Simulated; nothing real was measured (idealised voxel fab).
process module | voxel trench capacitor
cross-section cut | 250 nm wide | cells 5 nm
A cross-section is a grid of square cells, given in bands from the top down. A band is one or more rows of cells.
Each band's line starts with the height of the band's top and of its bottom, in nm. Then come its materials from left to right, each with its width in nm. One material with "throughout" fills the band from edge to edge. "air" is empty space.
Height 0 is the level under which the wafer as received is all one material. The lowest band goes on downwards, as in "0 down".
A width such as "30 to 40" changes by the same amount from each row of cells to the next, from the band's top row to its bottom row.
"no change" after a step means that no cell of the cross-section changed.
closed voids: empty space of 8 cells or more with no open way to the top, each as width x height at its distance from the left edge, in nm
after a step's settings: what the simulator itself notes on the step
overlay nm, on a step with a mask: how far to the right of its planned place the mask lay; to the left if negative
plan
1 op RECEIVE | material Si
2 op CONFORMAL_DEP | material SiN | thk nm 10
3 op PATTERN | tone open | mask id TRENCH | material resist | width nm 30 | pitch nm 55 | thk nm 15 | overlay nm 0
4 op DIRECTIONAL_ETCH | etch materials SiN | depth nm 10
5 op DIRECTIONAL_ETCH | etch materials Si | depth nm 40
6 op STRIP | etch materials resist
7 op CONFORMAL_DEP | material Al2O3 | thk nm 5
8 op CONFORMAL_DEP | material TiN | thk nm 5
9 op FILL_DEP | material W | thk nm 5
10 op CMP | height nm 10
as received, after step 1
  0 down: Si throughout
  closed voids: none
first wafer at the end, as planned
  10 to 0: SiN 25 | Al2O3 5 | TiN 5 | W 10 | TiN 5 | Al2O3 5 | SiN 25 | Al2O3 5 | TiN 5 | W 10 | TiN 5 | Al2O3 5 | SiN 25 | Al2O3 5 | TiN 5 | W 10 | TiN 5 | Al2O3 5 | SiN 25 | Al2O3 5 | TiN 5 | W 10 | TiN 5 | Al2O3 5 | SiN 30
  0 to -30: Si 25 | Al2O3 5 | TiN 5 | W 10 | TiN 5 | Al2O3 5 | Si 25 | Al2O3 5 | TiN 5 | W 10 | TiN 5 | Al2O3 5 | Si 25 | Al2O3 5 | TiN 5 | W 10 | TiN 5 | Al2O3 5 | Si 25 | Al2O3 5 | TiN 5 | W 10 | TiN 5 | Al2O3 5 | Si 30
  -30 to -35: Si 25 | Al2O3 5 | TiN 20 | Al2O3 5 | Si 25 | Al2O3 5 | TiN 20 | Al2O3 5 | Si 25 | Al2O3 5 | TiN 20 | Al2O3 5 | Si 25 | Al2O3 5 | TiN 20 | Al2O3 5 | Si 30
  -35 to -40: Si 25 | Al2O3 30 | Si 25 | Al2O3 30 | Si 25 | Al2O3 30 | Si 25 | Al2O3 30 | Si 30
  -40 down: Si throughout
  closed voids: none
second wafer at the end: like start, like plan, one mistake
  10 to 0: SiN 25 | Al2O3 5 | SiN 5 | W 10 | SiN 5 | Al2O3 5 | SiN 25 | Al2O3 5 | SiN 5 | W 10 | SiN 5 | Al2O3 5 | SiN 25 | Al2O3 5 | SiN 5 | W 10 | SiN 5 | Al2O3 5 | SiN 25 | Al2O3 5 | SiN 5 | W 10 | SiN 5 | Al2O3 5 | SiN 30
  0 to -30: Si 25 | Al2O3 5 | SiN 5 | W 10 | SiN 5 | Al2O3 5 | Si 25 | Al2O3 5 | SiN 5 | W 10 | SiN 5 | Al2O3 5 | Si 25 | Al2O3 5 | SiN 5 | W 10 | SiN 5 | Al2O3 5 | Si 25 | Al2O3 5 | SiN 5 | W 10 | SiN 5 | Al2O3 5 | Si 30
  -30 to -35: Si 25 | Al2O3 5 | SiN 20 | Al2O3 5 | Si 25 | Al2O3 5 | SiN 20 | Al2O3 5 | Si 25 | Al2O3 5 | SiN 20 | Al2O3 5 | Si 25 | Al2O3 5 | SiN 20 | Al2O3 5 | Si 30
  -35 to -40: Si 25 | Al2O3 30 | Si 25 | Al2O3 30 | Si 25 | Al2O3 30 | Si 25 | Al2O3 30 | Si 30
  -40 down: Si throughout
  closed voids: none
what went wrong: step 8 ran as: op CONFORMAL_DEP | material SiN | thk nm 5
at the end the second wafer has, in cells: 80 more of SiN | 80 fewer of TiN
